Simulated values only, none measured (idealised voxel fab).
The process module that follows is named voxel wiring stack.
In the cross-section labelled cut, the width is 195 nm and each square cell is 5 nm.
In what follows, cross-sections appear as grids of square cells, described through bands that run from the top down, where every band is one or more rows of cells. Per band: top height and bottom height in nm, followed by the left-to-right materials and their widths in nm; "full width" marks a single material spanning edge to edge, "air" marks empty space. Counting heights begins at 0, where everything beneath is, in the wafer as received, one material. The lowest band has no bottom; it goes on downwards, as "0 and below" shows. So if you see something like "30..40" for the width, read it as the top row of the band sitting at the first number and the bottom row at the second, with every row in between moving by the same amount as the last. What does "no change occurred" mean for a step? It means no cell of the cross-section changed in that step. If an empty space has no open way to the top and is at least 8 cells in size, "Encapsulated voids" lists it, written width x height at distance, where distance is measured from the left edge and every value is in nm. The remark found on a step's line after its settings is issued by the simulator itself and pertains to that step. You can add "overlay nm" to a step's line. For a step with a mask, it describes how far the mask lay to the right of its planned position, and a negative number describes a lay to the left. Before/after cross-section pairs, one process step each; after shown to lowest changed band; step and settings beneath. Pairs may be from different runs of this module on the same starting wafer; a pair continues from the one above only where its "Ahead of processing" entry says so.

Ahead of processing:
	0 and below | Si full width
	Encapsulated voids: none

Post-Process View:
	15 down to 0 | SiO2 full width
	Under the height 0 nothing was changed.
	Encapsulated voids: none
Looking at the two cross-sections above, the step in the middle is op CONFORMAL_DEP | material SiO2 | thk nm 15

Ahead of processing: the state before this step is the cross-section shown after the step in the pair just above.

Post-Process View:
	20 down to 15 | TiN full width
	Under the height 15 nothing was changed.
	Encapsulated voids: none
Looking at the two cross-sections above, the step in the middle is op DIRECTIONAL_DEP | material TiN | thk nm 5

Ahead of processing: the state before this step is the cross-section shown after the step in the pair just above.

Post-Process View:
	40 down to 20 | W full width
	Under the height 20 nothing was changed.
	Encapsulated voids: none
Looking at the two cross-sections above, the step in the middle is op DIRECTIONAL_DEP | material W | thk nm 20

Ahead of processing: the state before this step is the cross-section shown after the step in the pair just above.

Post-Process View:
	40 down to 20 | 55 of air; 25 of W; 30 of air; 25 of W; 60 of air
	Under the height 20 nothing was changed.
	Encapsulated voids: none
Looking at the two cross-sections above, the step in the middle is op MASKED_ETCH | tone cover | mask id METAL_1 | width nm 25 | pitch nm 55 | etch materials W | depth nm 20 | overlay nm 0

Ahead of processing: the state before this step is the cross-section shown after the step in the pair just above.

Post-Process View:
	40 down to 20 | 55 of air; 25 of W; 30 of air; 25 of W; 60 of air
	20 down to 15 | 55 of air; 25 of TiN; 30 of air; 25 of TiN; 60 of air
	Under the height 15 nothing was changed.
	Encapsulated voids: none
Looking at the two cross-sections above, the step in the middle is op MASKED_ETCH | tone cover | mask id METAL_1 | width nm 25 | pitch nm 55 | etch materials TiN | depth nm 5 | overlay nm 0

Ahead of processing: the state before this step is the cross-section shown after the step in the pair just above.

Post-Process View:
	45 down to 40 | 50 of air; 35 of SiN; 20 of air; 35 of SiN; 55 of air
	40 down to 20 | 50 of air; 5 of SiN; 25 of W; 5 of SiN; 20 of air; 5 of SiN; 25 of W; 5 of SiN; 55 of air
	20 down to 15 | 55 of SiN; 25 of TiN; 30 of SiN; 25 of TiN; 60 of SiN
	Under the height 15 nothing was changed.
	Encapsulated voids: none
Looking at the two cross-sections above, the step in the middle is op CONFORMAL_DEP | material SiN | thk nm 5

Ahead of processing: the state before this step is the cross-section shown after the step in the pair just above.

Post-Process View:
	50 down to 45 | lowk full width
	45 down to 40 | 50 of lowk; 35 of SiN; 20 of lowk; 35 of SiN; 55 of lowk
	40 down to 20 | 50 of lowk; 5 of SiN; 25 of W; 5 of SiN; 20 of lowk; 5 of SiN; 25 of W; 5 of SiN; 55 of lowk
	Under the height 20 nothing was changed.
	Encapsulated voids: none
Looking at the two cross-sections above, the step in the middle is op FILL_DEP | material lowk | thk nm 5

Ahead of processing: the state before this step is the cross-section shown after the step in the pair just above.

Post-Process View:
	40 down to 20 | 50 of lowk; 5 of SiN; 25 of W; 5 of SiN; 20 of lowk; 5 of SiN; 25 of W; 5 of SiN; 55 of lowk
	Under the height 20 nothing was changed.
	Encapsulated voids: none
Looking at the two cross-sections above, the step in the middle is op CMP | height nm 40

Ahead of processing: the state before this step is the cross-section shown after the step in the pair just above.

Post-Process View:
	45 down to 40 | SiCN full width
	Under the height 40 nothing was changed.
	Encapsulated voids: none
Looking at the two cross-sections above, the step in the middle is op CONFORMAL_DEP | material SiCN | thk nm 5

Ahead of processing: the state before this step is the cross-section shown after the step in the pair just above.

Post-Process View:
	60 down to 45 | SiO2 full width
	Under the height 45 nothing was changed.
	Encapsulated voids: none
Looking at the two cross-sections above, the step in the middle is op DIRECTIONAL_DEP | material SiO2 | thk nm 15

Ahead of processing: the state before this step is the cross-section shown after the step in the pair just above.

Post-Process View:
	70 down to 60 | aC full width
	Under the height 60 nothing was changed.
	Encapsulated voids: none
Looking at the two cross-sections above, the step in the middle is op DIRECTIONAL_DEP | material aC | thk nm 10

Ahead of processing: the state before this step is the cross-section shown after the step in the pair just above.

Post-Process View:
	95 down to 70 | 55 of resist; 15 of air; 125 of resist
	Under the height 70 nothing was changed.
	Encapsulated voids: none
Looking at the two cross-sections above, the step in the middle is op PATTERN | tone open | mask id PLUG_1 | material resist | width nm 15 | thk nm 25 | overlay nm 0

Ahead of processing: the state before this step is the cross-section shown after the step in the pair just above.

Post-Process View:
	85 down to 70 | 55 of resist; 15 of air; 125 of resist
	70 down to 60 | 55 of aC; 15 of air; 125 of aC
	Under the height 60 nothing was changed.
	Encapsulated voids: none
Looking at the two cross-sections above, the step in the middle is op DIRECTIONAL_ETCH | etch materials aC | depth nm 10

Ahead of processing: the state before this step is the cross-section shown after the step in the pair just above.

Post-Process View:
	70 down to 60 | 55 of aC; 15 of air; 125 of aC
	Under the height 60 nothing was changed.
	Encapsulated voids: none
Looking at the two cross-sections above, the step in the middle is op STRIP | etch materials resist

Ahead of processing: the state before this step is the cross-section shown after the step in the pair just above.

Post-Process View:
	70 down to 60 | 55 of aC; 15 of air; 125 of aC
	60 down to 45 | 55 of SiO2; 15 of air; 125 of SiO2
	Under the height 45 nothing was changed.
	Encapsulated voids: none
Looking at the two cross-sections above, the step in the middle is op DIRECTIONAL_ETCH | etch materials SiO2 | depth nm 15

Ahead of processing: the state before this step is the cross-section shown after the step in the pair just above.

Post-Process View:
	70 down to 60 | 55 of aC; 15 of air; 125 of aC
	60 down to 45 | 55 of SiO2; 15 of air; 125 of SiO2
	45 down to 40 | 55 of SiCN; 15 of air; 125 of SiCN
	Under the height 40 nothing was changed.
	Encapsulated voids: none
Looking at the two cross-sections above, the step in the middle is op DIRECTIONAL_ETCH | etch materials SiCN | depth nm 5

Ahead of processing: the state before this step is the cross-section shown after the step in the pair just above.

Post-Process View:
	60 down to 45 | 55 of SiO2; 15 of air; 125 of SiO2
	Under the height 45 nothing was changed.
	Encapsulated voids: none
Looking at the two cross-sections above, the step in the middle is op STRIP | etch materials aC

Ahead of processing: the state before this step is the cross-section shown after the step in the pair just above.

Post-Process View:
	60 down to 50 | 55 of SiO2; 15 of air; 125 of SiO2
	50 down to 45 | 55 of SiO2; 15 of Ru; 125 of SiO2
	45 down to 40 | 55 of SiCN; 15 of Ru; 125 of SiCN
	Under the height 40 nothing was changed.
	Encapsulated voids: none
Looking at the two cross-sections above, the step in the middle is op EPI | material Ru | thk nm 10

Ahead of processing: the state before this step is the cross-section shown after the step in the pair just above.

Post-Process View:
	60 down to 45 | 55 of SiO2; 15 of Ru; 125 of SiO2
	Under the height 45 nothing was changed.
	Encapsulated voids: none
Looking at the two cross-sections above, the step in the middle is op EPI | material Ru | thk nm 10

Ahead of processing: the state before this step is the cross-section shown after the step in the pair just above.

Post-Process View:
	65 down to 60 | SiN full width
	Under the height 60 nothing was changed.
	Encapsulated voids: none
Looking at the two cross-sections above, the step in the middle is op CONFORMAL_DEP | material SiN | thk nm 5

Ahead of processing: the state before this step is the cross-section shown after the step in the pair just above.

Post-Process View:
	90 down to 65 | SiO2 full width
	Under the height 65 nothing was changed.
	Encapsulated voids: none
Looking at the two cross-sections above, the step in the middle is op DIRECTIONAL_DEP | material SiO2 | thk nm 25

Ahead of processing: the state before this step is the cross-section shown after the step in the pair just above.

Post-Process View:
	105 down to 90 | 55 of resist; 25 of air; 30 of resist; 25 of air; 60 of resist
	Under the height 90 nothing was changed.
	Encapsulated voids: none
Looking at the two cross-sections above, the step in the middle is op PATTERN | tone open | mask id METAL_2 | material resist | width nm 25 | pitch nm 55 | thk nm 15 | overlay nm 0

Ahead of processing: the state before this step is the cross-section shown after the step in the pair just above.

Post-Process View:
	105 down to 90 | 55 of resist; 25 of air; 30 of resist; 25 of air; 60 of resist
	90 down to 65 | 55 of SiO2; 25 of air; 30 of SiO2; 25 of air; 60 of SiO2
	Under the height 65 nothing was changed.
	Encapsulated voids: none
Looking at the two cross-sections above, the step in the middle is op DIRECTIONAL_ETCH | etch materials SiO2 | depth nm 25

Ahead of processing: the state before this step is the cross-section shown after the step in the pair just above.

Post-Process View:
	105 down to 90 | 55 of resist; 25 of air; 30 of resist; 25 of air; 60 of resist
	90 down to 65 | 55 of SiO2; 25 of air; 30 of SiO2; 25 of air; 60 of SiO2
	65 down to 60 | 55 of SiN; 25 of air; 30 of SiN; 25 of air; 60 of SiN
	Under the height 60 nothing was changed.
	Encapsulated voids: none
Looking at the two cross-sections above, the step in the middle is op DIRECTIONAL_ETCH | etch materials SiN | depth nm 5

Ahead of processing: the state before this step is the cross-section shown after the step in the pair just above.

Post-Process View:
	90 down to 65 | 55 of SiO2; 25 of air; 30 of SiO2; 25 of air; 60 of SiO2
	Under the height 65 nothing was changed.
	Encapsulated voids: none
Looking at the two cross-sections above, the step in the middle is op STRIP | etch materials resist

Ahead of processing: the state before this step is the cross-section shown after the step in the pair just above.

Post-Process View:
	95 down to 90 | 60 of TiN; 15 of air; 40 of TiN; 15 of air; 65 of TiN
	90 down to 65 | 55 of SiO2; 5 of TiN; 15 of air; 5 of TiN; 30 of SiO2; 5 of TiN; 15 of air; 5 of TiN; 60 of SiO2
	65 down to 60 | 55 of SiN; 25 of TiN; 30 of SiN; 25 of TiN; 60 of SiN
	Under the height 60 nothing was changed.
	Encapsulated voids: none
Looking at the two cross-sections above, the step in the middle is op CONFORMAL_DEP | material TiN | thk nm 5

Ahead of processing: the state before this step is the cross-section shown after the step in the pair just above.

Post-Process View:
	105 down to 95 | W full width
	95 down to 90 | 60 of TiN; 15 of W; 40 of TiN; 15 of W; 65 of TiN
	90 down to 65 | 55 of SiO2; 5 of TiN; 15 of W; 5 of TiN; 30 of SiO2; 5 of TiN; 15 of W; 5 of TiN; 60 of SiO2
	Under the height 65 nothing was changed.
	Encapsulated voids: none
Looking at the two cross-sections above, the step in the middle is op FILL_DEP | material W | thk nm 10

Ahead of processing: the state before this step is the cross-section shown after the step in the pair just above.

Post-Process View:
	90 down to 65 | 55 of SiO2; 5 of TiN; 15 of W; 5 of TiN; 30 of SiO2; 5 of TiN; 15 of W; 5 of TiN; 60 of SiO2
	Under the height 65 nothing was changed.
	Encapsulated voids: none
Looking at the two cross-sections above, the step in the middle is op CMP | height nm 90

Ahead of processing: the state before this step is the cross-section shown after the step in the pair just above.

Post-Process View:
	95 down to 90 | SiN full width
	Under the height 90 nothing was changed.
	Encapsulated voids: none
Looking at the two cross-sections above, the step in the middle is op CONFORMAL_DEP | material SiN | thk nm 5

Ahead of processing:
	105 down to 95 | W full width
	95 down to 90 | 60 of TiN; 15 of W; 40 of TiN; 15 of W; 65 of TiN
	90 down to 65 | 55 of SiO2; 5 of TiN; 15 of W; 5 of TiN; 30 of SiO2; 5 of TiN; 15 of W; 5 of TiN; 60 of SiO2
	65 down to 60 | 55 of SiN; 25 of TiN; 30 of SiN; 25 of TiN; 60 of SiN
	60 down to 45 | 55 of SiO2; 15 of Ru; 125 of SiO2
	45 down to 40 | 55 of SiCN; 15 of Ru; 125 of SiCN
	40 down to 20 | 50 of lowk; 5 of SiN; 25 of W; 5 of SiN; 20 of lowk; 5 of SiN; 25 of W; 5 of SiN; 55 of lowk
	20 down to 15 | 55 of SiN; 25 of TiN; 30 of SiN; 25 of TiN; 60 of SiN
	15 down to 0 | SiO2 full width
	0 and below | Si full width
	Encapsulated voids: none

Post-Process View:
	110 down to 105 | SiN full width
	Under the height 105 nothing was changed.
	Encapsulated voids: none
Looking at the two cross-sections above, the step in the middle is op CONFORMAL_DEP | material SiN | thk nm 5

Ahead of processing:
	60 down to 45 | 55 of SiO2; 15 of Ru; 125 of SiO2
	45 down to 40 | 55 of SiCN; 15 of Ru; 125 of SiCN
	40 down to 20 | 50 of lowk; 5 of SiN; 25 of W; 5 of SiN; 20 of lowk; 5 of SiN; 25 of W; 5 of SiN; 55 of lowk
	20 down to 15 | 55 of SiN; 25 of TiN; 30 of SiN; 25 of TiN; 60 of SiN
	15 down to 0 | SiO2 full width
	0 and below | Si full width
	Encapsulated voids: none

Post-Process View:
	70 down to 60 | 45 of air; 35 of Ru; 115 of air
	Under the height 60 nothing was changed.
	Encapsulated voids: none
Looking at the two cross-sections above, the step in the middle is op EPI | material Ru | thk nm 10

Ahead of processing: the state before this step is the cross-section shown after the step in the pair just above.

Post-Process View:
	75 down to 70 | 40 of air; 45 of SiN; 110 of air
	70 down to 65 | 40 of air; 5 of SiN; 35 of Ru; 5 of SiN; 110 of air
	65 down to 60 | 45 of SiN; 35 of Ru; 115 of SiN
	Under the height 60 nothing was changed.
	Encapsulated voids: none
Looking at the two cross-sections above, the step in the middle is op CONFORMAL_DEP | material SiN | thk nm 5

Ahead of processing: the state before this step is the cross-section shown after the step in the pair just above.

Post-Process View:
	100 down to 90 | 40 of air; 45 of SiO2; 110 of air
	90 down to 75 | SiO2 full width
	75 down to 70 | 40 of SiO2; 45 of SiN; 110 of SiO2
	70 down to 65 | 40 of SiO2; 5 of SiN; 35 of Ru; 5 of SiN; 110 of SiO2
	Under the height 65 nothing was changed.
	Encapsulated voids: none
Looking at the two cross-sections above, the step in the middle is op DIRECTIONAL_DEP | material SiO2 | thk nm 25

Ahead of processing: the state before this step is the cross-section shown after the step in the pair just above.

Post-Process View:
	115 down to 100 | 55 of resist; 25 of air; 30 of resist; 25 of air; 60 of resist
	100 down to 90 | 40 of resist; 45 of SiO2; 25 of resist; 25 of air; 60 of resist
	Under the height 90 nothing was changed.
	Encapsulated voids: none
Looking at the two cross-sections above, the step in the middle is op PATTERN | tone open | mask id METAL_2 | material resist | width nm 25 | pitch nm 55 | thk nm 15 | overlay nm 0

Ahead of processing: the state before this step is the cross-section shown after the step in the pair just above.

Post-Process View:
	115 down to 100 | 55 of resist; 25 of air; 30 of resist; 25 of air; 60 of resist
	100 down to 90 | 40 of resist; 15 of SiO2; 25 of air; 5 of SiO2; 25 of resist; 25 of air; 60 of resist
	90 down to 75 | 55 of SiO2; 25 of air; 30 of SiO2; 25 of air; 60 of SiO2
	75 down to 70 | 40 of SiO2; 45 of SiN; 25 of SiO2; 25 of air; 60 of SiO2
	70 down to 65 | 40 of SiO2; 5 of SiN; 35 of Ru; 5 of SiN; 25 of SiO2; 25 of air; 60 of SiO2
	Under the height 65 nothing was changed.
	Encapsulated voids: none
Looking at the two cross-sections above, the step in the middle is op DIRECTIONAL_ETCH | etch materials SiO2 | depth nm 25

Ahead of processing: the state before this step is the cross-section shown after the step in the pair just above.

Post-Process View:
	115 down to 100 | 55 of resist; 25 of air; 30 of resist; 25 of air; 60 of resist
	100 down to 90 | 40 of resist; 15 of SiO2; 25 of air; 5 of SiO2; 25 of resist; 25 of air; 60 of resist
	90 down to 75 | 55 of SiO2; 25 of air; 30 of SiO2; 25 of air; 60 of SiO2
	75 down to 70 | 40 of SiO2; 15 of SiN; 25 of air; 5 of SiN; 25 of SiO2; 25 of air; 60 of SiO2
	70 down to 65 | 40 of SiO2; 5 of SiN; 35 of Ru; 5 of SiN; 25 of SiO2; 25 of air; 60 of SiO2
	65 down to 60 | 45 of SiN; 35 of Ru; 30 of SiN; 25 of air; 60 of SiN
	Under the height 60 nothing was changed.
	Encapsulated voids: none
Looking at the two cross-sections above, the step in the middle is op DIRECTIONAL_ETCH | etch materials SiN | depth nm 5

Ahead of processing: the state before this step is the cross-section shown after the step in the pair just above.

Post-Process View:
	100 down to 90 | 40 of air; 15 of SiO2; 25 of air; 5 of SiO2; 110 of air
	Under the height 90 nothing was changed.
	Encapsulated voids: none
Looking at the two cross-sections above, the step in the middle is op STRIP | etch materials resist

Ahead of processing: the state before this step is the cross-section shown after the step in the pair just above.

Post-Process View:
	105 down to 100 | 35 of air; 25 of TiN; 15 of air; 15 of TiN; 105 of air
	100 down to 95 | 35 of air; 5 of TiN; 15 of SiO2; 5 of TiN; 15 of air; 5 of TiN; 5 of SiO2; 5 of TiN; 105 of air
	95 down to 90 | 40 of TiN; 15 of SiO2; 5 of TiN; 15 of air; 5 of TiN; 5 of SiO2; 30 of TiN; 15 of air; 65 of TiN
	90 down to 75 | 55 of SiO2; 5 of TiN; 15 of air; 5 of TiN; 30 of SiO2; 5 of TiN; 15 of air; 5 of TiN; 60 of SiO2
	75 down to 70 | 40 of SiO2; 15 of SiN; 25 of TiN; 5 of SiN; 25 of SiO2; 5 of TiN; 15 of air; 5 of TiN; 60 of SiO2
	70 down to 65 | 40 of SiO2; 5 of SiN; 35 of Ru; 5 of SiN; 25 of SiO2; 5 of TiN; 15 of air; 5 of TiN; 60 of SiO2
	65 down to 60 | 45 of SiN; 35 of Ru; 30 of SiN; 25 of TiN; 60 of SiN
	Under the height 60 nothing was changed.
	Encapsulated voids: none
Looking at the two cross-sections above, the step in the middle is op CONFORMAL_DEP | material TiN | thk nm 5

Ahead of processing: the state before this step is the cross-section shown after the step in the pair just above.

Post-Process View:
	115 down to 105 | W full width
	105 down to 100 | 35 of W; 25 of TiN; 15 of W; 15 of TiN; 105 of W
	100 down to 95 | 35 of W; 5 of TiN; 15 of SiO2; 5 of TiN; 15 of W; 5 of TiN; 5 of SiO2; 5 of TiN; 105 of W
	95 down to 90 | 40 of TiN; 15 of SiO2; 5 of TiN; 15 of W; 5 of TiN; 5 of SiO2; 30 of TiN; 15 of W; 65 of TiN
	90 down to 75 | 55 of SiO2; 5 of TiN; 15 of W; 5 of TiN; 30 of SiO2; 5 of TiN; 15 of W; 5 of TiN; 60 of SiO2
	75 down to 70 | 40 of SiO2; 15 of SiN; 25 of TiN; 5 of SiN; 25 of SiO2; 5 of TiN; 15 of W; 5 of TiN; 60 of SiO2
	70 down to 65 | 40 of SiO2; 5 of SiN; 35 of Ru; 5 of SiN; 25 of SiO2; 5 of TiN; 15 of W; 5 of TiN; 60 of SiO2
	Under the height 65 nothing was changed.
	Encapsulated voids: none
Looking at the two cross-sections above, the step in the middle is op FILL_DEP | material W | thk nm 10

Ahead of processing: the state before this step is the cross-section shown after the step in the pair just above.

Post-Process View:
	90 down to 75 | 55 of SiO2; 5 of TiN; 15 of W; 5 of TiN; 30 of SiO2; 5 of TiN; 15 of W; 5 of TiN; 60 of SiO2
	Under the height 75 nothing was changed.
	Encapsulated voids: none
Looking at the two cross-sections above, the step in the middle is op CMP | height nm 90

Ahead of processing: the state before this step is the cross-section shown after the step in the pair just above.

Post-Process View:
	95 down to 90 | SiN full width
	Under the height 90 nothing was changed.
	Encapsulated voids: none
Looking at the two cross-sections above, the step in the middle is op CONFORMAL_DEP | material SiN | thk nm 5

Ahead of processing:
	60 down to 45 | 55 of SiO2; 15 of Ru; 125 of SiO2
	45 down to 40 | 55 of SiCN; 15 of Ru; 125 of SiCN
	40 down to 20 | 50 of lowk; 5 of SiN; 25 of W; 5 of SiN; 20 of lowk; 5 of SiN; 25 of W; 5 of SiN; 55 of lowk
	20 down to 15 | 55 of SiN; 25 of TiN; 30 of SiN; 25 of TiN; 60 of SiN
	15 down to 0 | SiO2 full width
	0 and below | Si full width
	Encapsulated voids: none

Post-Process View:
	85 down to 60 | SiO2 full width
	Under the height 60 nothing was changed.
	Encapsulated voids: none
Looking at the two cross-sections above, the step in the middle is op DIRECTIONAL_DEP | material SiO2 | thk nm 25

Ahead of processing: the state before this step is the cross-section shown after the step in the pair just above.

Post-Process View:
	90 down to 85 | SiN full width
	Under the height 85 nothing was changed.
	Encapsulated voids: none
Looking at the two cross-sections above, the step in the middle is op CONFORMAL_DEP | material SiN | thk nm 5

Ahead of processing: the state before this step is the cross-section shown after the step in the pair just above.

Post-Process View:
	105 down to 90 | 55 of resist; 25 of air; 30 of resist; 25 of air; 60 of resist
	Under the height 90 nothing was changed.
	Encapsulated voids: none
Looking at the two cross-sections above, the step in the middle is op PATTERN | tone open | mask id METAL_2 | material resist | width nm 25 | pitch nm 55 | thk nm 15 | overlay nm 0

Ahead of processing: the state before this step is the cross-section shown after the step in the pair just above.

Post-Process View:
	105 down to 90 | 55 of resist; 25 of air; 30 of resist; 25 of air; 60 of resist
	90 down to 85 | 55 of SiN; 25 of air; 30 of SiN; 25 of air; 60 of SiN
	Under the height 85 nothing was changed.
	Encapsulated voids: none
Looking at the two cross-sections above, the step in the middle is op DIRECTIONAL_ETCH | etch materials SiN | depth nm 5

Ahead of processing: the state before this step is the cross-section shown after the step in the pair just above.

Post-Process View:
	90 down to 85 | 55 of SiN; 25 of air; 30 of SiN; 25 of air; 60 of SiN
	Under the height 85 nothing was changed.
	Encapsulated voids: none
Looking at the two cross-sections above, the step in the middle is op STRIP | etch materials resist

Ahead of processing: the state before this step is the cross-section shown after the step in the pair just above.

Post-Process View:
	95 down to 90 | 60 of TiN; 15 of air; 40 of TiN; 15 of air; 65 of TiN
	90 down to 85 | 55 of SiN; 25 of TiN; 30 of SiN; 25 of TiN; 60 of SiN
	Under the height 85 nothing was changed.
	Encapsulated voids: none
Looking at the two cross-sections above, the step in the middle is op CONFORMAL_DEP | material TiN | thk nm 5

Ahead of processing: the state before this step is the cross-section shown after the step in the pair just above.

Post-Process View:
	105 down to 95 | W full width
	95 down to 90 | 60 of TiN; 15 of W; 40 of TiN; 15 of W; 65 of TiN
	Under the height 90 nothing was changed.
	Encapsulated voids: none
Looking at the two cross-sections above, the step in the middle is op FILL_DEP | material W | thk nm 10

Ahead of processing: the state before this step is the cross-section shown after the step in the pair just above.

Post-Process View:
	90 down to 85 | 55 of SiN; 25 of TiN; 30 of SiN; 25 of TiN; 60 of SiN
	Under the height 85 nothing was changed.
	Encapsulated voids: none
Looking at the two cross-sections above, the step in the middle is op CMP | height nm 90

Ahead of processing: the state before this step is the cross-section shown after the step in the pair just above.

Post-Process View:
	95 down to 90 | SiN full width
	Under the height 90 nothing was changed.
	Encapsulated voids: none
Looking at the two cross-sections above, the step in the middle is op CONFORMAL_DEP | material SiN | thk nm 5

Ahead of processing:
	70 down to 60 | 55 of aC; 15 of air; 125 of aC
	60 down to 45 | SiO2 full width
	45 down to 40 | SiCN full width
	40 down to 20 | 50 of lowk; 5 of SiN; 25 of W; 5 of SiN; 20 of lowk; 5 of SiN; 25 of W; 5 of SiN; 55 of lowk
	20 down to 15 | 55 of SiN; 25 of TiN; 30 of SiN; 25 of TiN; 60 of SiN
	15 down to 0 | SiO2 full width
	0 and below | Si full width
	Encapsulated voids: none

Post-Process View:
	70 down to 60 | 55 of aC; 15 of air; 125 of aC
	60 down to 50 | 55 of SiO2; 15 of air; 125 of SiO2
	Under the height 50 nothing was changed.
	Encapsulated voids: none
Looking at the two cross-sections above, the step in the middle is op DIRECTIONAL_ETCH | etch materials SiO2 | depth nm 10

Ahead of processing: the state before this step is the cross-section shown after the step in the pair just above.

Post-Process View:
	60 down to 50 | 55 of SiO2; 15 of air; 125 of SiO2
	Under the height 50 nothing was changed.
	Encapsulated voids: none
Looking at the two cross-sections above, the step in the middle is op STRIP | etch materials aC

Ahead of processing: the state before this step is the cross-section shown after the step in the pair just above.

Post-Process View:
	65 down to 60 | 60 of SiN; 5 of air; 130 of SiN
	60 down to 55 | 55 of SiO2; 5 of SiN; 5 of air; 5 of SiN; 125 of SiO2
	55 down to 50 | 55 of SiO2; 15 of SiN; 125 of SiO2
	Under the height 50 nothing was changed.
	Encapsulated voids: none
Looking at the two cross-sections above, the step in the middle is op CONFORMAL_DEP | material SiN | thk nm 5

Ahead of processing: the state before this step is the cross-section shown after the step in the pair just above.

Post-Process View:
	90 down to 80 | 60 of SiO2; 5 of air; 130 of SiO2
	80 down to 65 | SiO2 full width
	65 down to 60 | 60 of SiN; 5 of SiO2; 130 of SiN
	60 down to 55 | 55 of SiO2; 5 of SiN; 5 of SiO2; 5 of SiN; 125 of SiO2
	Under the height 55 nothing was changed.
	Encapsulated voids: none
Looking at the two cross-sections above, the step in the middle is op DIRECTIONAL_DEP | material SiO2 | thk nm 25

Ahead of processing: the state before this step is the cross-section shown after the step in the pair just above.

Post-Process View:
	105 down to 90 | 55 of resist; 25 of air; 30 of resist; 25 of air; 60 of resist
	Under the height 90 nothing was changed.
	Encapsulated voids: none
Looking at the two cross-sections above, the step in the middle is op PATTERN | tone open | mask id METAL_2 | material resist | width nm 25 | pitch nm 55 | thk nm 15 | overlay nm 0

Ahead of processing: the state before this step is the cross-section shown after the step in the pair just above.

Post-Process View:
	105 down to 90 | 55 of resist; 25 of air; 30 of resist; 25 of air; 60 of resist
	90 down to 65 | 55 of SiO2; 25 of air; 30 of SiO2; 25 of air; 60 of SiO2
	65 down to 60 | 60 of SiN; 5 of air; 130 of SiN
	60 down to 55 | 55 of SiO2; 5 of SiN; 5 of air; 5 of SiN; 125 of SiO2
	Under the height 55 nothing was changed.
	Encapsulated voids: none
Looking at the two cross-sections above, the step in the middle is op DIRECTIONAL_ETCH | etch materials SiO2 | depth nm 25

Ahead of processing: the state before this step is the cross-section shown after the step in the pair just above.

Post-Process View:
	105 down to 90 | 55 of resist; 25 of air; 30 of resist; 25 of air; 60 of resist
	90 down to 65 | 55 of SiO2; 25 of air; 30 of SiO2; 25 of air; 60 of SiO2
	65 down to 60 | 55 of SiN; 25 of air; 30 of SiN; 25 of air; 60 of SiN
	60 down to 50 | 55 of SiO2; 5 of SiN; 5 of air; 5 of SiN; 125 of SiO2
	Under the height 50 nothing was changed.
	Encapsulated voids: none
Looking at the two cross-sections above, the step in the middle is op DIRECTIONAL_ETCH | etch materials SiN | depth nm 5

Ahead of processing: the state before this step is the cross-section shown after the step in the pair just above.

Post-Process View:
	90 down to 65 | 55 of SiO2; 25 of air; 30 of SiO2; 25 of air; 60 of SiO2
	Under the height 65 nothing was changed.
	Encapsulated voids: none
Looking at the two cross-sections above, the step in the middle is op STRIP | etch materials resist

Ahead of processing: the state before this step is the cross-section shown after the step in the pair just above.

Post-Process View:
	95 down to 90 | 60 of TiN; 15 of air; 40 of TiN; 15 of air; 65 of TiN
	90 down to 65 | 55 of SiO2; 5 of TiN; 15 of air; 5 of TiN; 30 of SiO2; 5 of TiN; 15 of air; 5 of TiN; 60 of SiO2
	65 down to 60 | 55 of SiN; 25 of TiN; 30 of SiN; 25 of TiN; 60 of SiN
	60 down to 50 | 55 of SiO2; 5 of SiN; 5 of TiN; 5 of SiN; 125 of SiO2
	Under the height 50 nothing was changed.
	Encapsulated voids: none
Looking at the two cross-sections above, the step in the middle is op CONFORMAL_DEP | material TiN | thk nm 5

Ahead of processing: the state before this step is the cross-section shown after the step in the pair just above.

Post-Process View:
	105 down to 95 | W full width
	95 down to 90 | 60 of TiN; 15 of W; 40 of TiN; 15 of W; 65 of TiN
	90 down to 65 | 55 of SiO2; 5 of TiN; 15 of W; 5 of TiN; 30 of SiO2; 5 of TiN; 15 of W; 5 of TiN; 60 of SiO2
	Under the height 65 nothing was changed.
	Encapsulated voids: none
Looking at the two cross-sections above, the step in the middle is op FILL_DEP | material W | thk nm 10

Ahead of processing: the state before this step is the cross-section shown after the step in the pair just above.

Post-Process View:
	90 down to 65 | 55 of SiO2; 5 of TiN; 15 of W; 5 of TiN; 30 of SiO2; 5 of TiN; 15 of W; 5 of TiN; 60 of SiO2
	Under the height 65 nothing was changed.
	Encapsulated voids: none
Looking at the two cross-sections above, the step in the middle is op CMP | height nm 90

Ahead of processing: the state before this step is the cross-section shown after the step in the pair just above.

Post-Process View:
	95 down to 90 | SiN full width
	Under the height 90 nothing was changed.
	Encapsulated voids: none
Looking at the two cross-sections above, the step in the middle is op CONFORMAL_DEP | material SiN | thk nm 5

Ahead of processing:
	70 down to 60 | aC full width
	60 down to 45 | SiO2 full width
	45 down to 40 | SiCN full width
	40 down to 20 | 50 of lowk; 5 of SiN; 25 of W; 5 of SiN; 20 of lowk; 5 of SiN; 25 of W; 5 of SiN; 55 of lowk
	20 down to 15 | 55 of SiN; 25 of TiN; 30 of SiN; 25 of TiN; 60 of SiN
	15 down to 0 | SiO2 full width
	0 and below | Si full width
	Encapsulated voids: none

Post-Process View:
	95 down to 70 | 55 of resist; 20 of air; 120 of resist
	Under the height 70 nothing was changed.
	Encapsulated voids: none
Looking at the two cross-sections above, the step in the middle is op PATTERN | tone open | mask id PLUG_1 | material resist | width nm 20 | thk nm 25 | overlay nm 0

Ahead of processing: the state before this step is the cross-section shown after the step in the pair just above.

Post-Process View:
	85 down to 70 | 55 of resist; 20 of air; 120 of resist
	70 down to 60 | 55 of aC; 20 of air; 120 of aC
	Under the height 60 nothing was changed.
	Encapsulated voids: none
Looking at the two cross-sections above, the step in the middle is op DIRECTIONAL_ETCH | etch materials aC | depth nm 10

Ahead of processing: the state before this step is the cross-section shown after the step in the pair just above.

Post-Process View:
	70 down to 60 | 55 of aC; 20 of air; 120 of aC
	Under the height 60 nothing was changed.
	Encapsulated voids: none
Looking at the two cross-sections above, the step in the middle is op STRIP | etch materials resist

Ahead of processing: the state before this step is the cross-section shown after the step in the pair just above.

Post-Process View:
	70 down to 60 | 55 of aC; 20 of air; 120 of aC
	60 down to 45 | 55 of SiO2; 20 of air; 120 of SiO2
	Under the height 45 nothing was changed.
	Encapsulated voids: none
Looking at the two cross-sections above, the step in the middle is op DIRECTIONAL_ETCH | etch materials SiO2 | depth nm 15
